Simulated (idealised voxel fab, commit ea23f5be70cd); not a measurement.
Herein follows the process module entitled voxel self aligned vias.
Cross-section cut: width 205 nm, square cells of 5 nm.
Format of a cross-section: grid, square cells. Given as bands. Order: top down. Band: one or more rows of cells.
Top, bottom (nm), then materials left to right with widths (nm); lone material tagged "full width" fills the whole band edge to edge; "empty" = empty space.
Height reference: 0 = level under which incoming wafer is all one material. Lowest band: no bottom, runs on downward, e.g. "z 0 and below".
A width given as "30->40" starts at the first number in the band's top row and ends at the second number in its bottom row, shifting by an equal amount at every step from row to row.
"remained the same", as given for a step, is the statement that not any cell of the cross-section underwent a change during that step.
"closed voids": sealed empty spaces, 8 cells or more, no open way to top, listed width x height at distance, with distance from the left edge and width, height and distance in nm.
On a step's line, text after the settings is the simulator commenting on that step.
Each step line may optionally specify "overlay nm", which for a step with a mask gives the rightward distance between the mask's planned place and where it lay, a negative value indicating the leftward direction.
# Process steps foreseen in the plan
1. RECEIVE (material Si)
2. CONFORMAL_DEP (material SiO2; thk nm 15)
3. CONFORMAL_DEP (material SiCN; thk nm 5)
4. DIRECTIONAL_DEP (material SiO2; thk nm 25)
5. MASKED_ETCH (tone open; mask id LINES; width nm 20; pitch nm 70; etch materials SiO2; depth nm 25; overlay nm 0)
6. CONFORMAL_DEP (material TiN; thk nm 5)
7. FILL_DEP (material W; thk nm 10)
8. CMP (height nm 45)
9. SELECTIVE_ETCH (etch materials W Ru TiN; depth nm 5)
10. FILL_DEP (material SiN; thk nm 5)
11. CMP (height nm 45)
12. DIRECTIONAL_DEP (material SiO2; thk nm 15)
13. PATTERN (tone open; mask id VIAS; material resist; width nm 40; thk nm 20; overlay nm 0)
14. DIRECTIONAL_ETCH (etch materials SiO2; depth nm 15)
15. DIRECTIONAL_ETCH (etch materials SiN; depth nm 5)
16. STRIP (etch materials resist)
17. CONFORMAL_DEP (material TiN; thk nm 5)
18. FILL_DEP (material W; thk nm 5)
19. CMP (height nm 60)
20. CONFORMAL_DEP (material SiN; thk nm 5)
# Cross-section of the wafer at receipt, which is the condition after step 1
* z 0 and below: Si full width
* closed voids: none
# Cross-section, first of two wafers, end of module, run as planned
* z 65 to 60: SiN full width
* z 60 to 50: SiO2 45 nm, then TiN 5 nm, then W 30 nm, then TiN 5 nm, then SiO2 120 nm
* z 50 to 45: SiO2 45 nm, then TiN 15 nm, then W 10 nm, then TiN 15 nm, then SiO2 120 nm
* z 45 to 40: SiO2 55 nm, then TiN 20 nm, then SiO2 50 nm, then SiN 20 nm, then SiO2 60 nm
* z 40 to 25: SiO2 55 nm, then TiN 5 nm, then W 10 nm, then TiN 5 nm, then SiO2 50 nm, then TiN 5 nm, then W 10 nm, then TiN 5 nm, then SiO2 60 nm
* z 25 to 20: SiO2 55 nm, then TiN 20 nm, then SiO2 50 nm, then TiN 20 nm, then SiO2 60 nm
* z 20 to 15: SiCN full width
* z 15 to 0: SiO2 full width
* z 0 and below: Si full width
* closed voids: none
# So this is wafer number two of the two, cut at the end of the module - it started where the first did and had the same plan, we just got one thing wrong running it
* z 65 to 60: SiN full width
* z 60 to 45: SiO2 45 nm, then TiN 5 nm, then W 30 nm, then TiN 5 nm, then SiO2 120 nm
* z 45 to 40: SiN 45 nm, then TiN 40 nm, then SiN 120 nm
* z 40 to 20: SiO2 55 nm, then TiN 5 nm, then W 10 nm, then TiN 5 nm, then SiO2 50 nm, then TiN 5 nm, then W 10 nm, then TiN 5 nm, then SiO2 60 nm
* z 20 to 15: SiO2 55 nm, then TiN 20 nm, then SiO2 50 nm, then TiN 20 nm, then SiO2 60 nm
* z 15 to 0: SiO2 full width
* z 0 and below: Si full width
* closed voids: none
Short version of what went wrong: step 3 was left out
Final wafer comparison in cells, second versus first, more or fewer per material: SiCN -41 | SiN +29 | TiN +4 | W +8
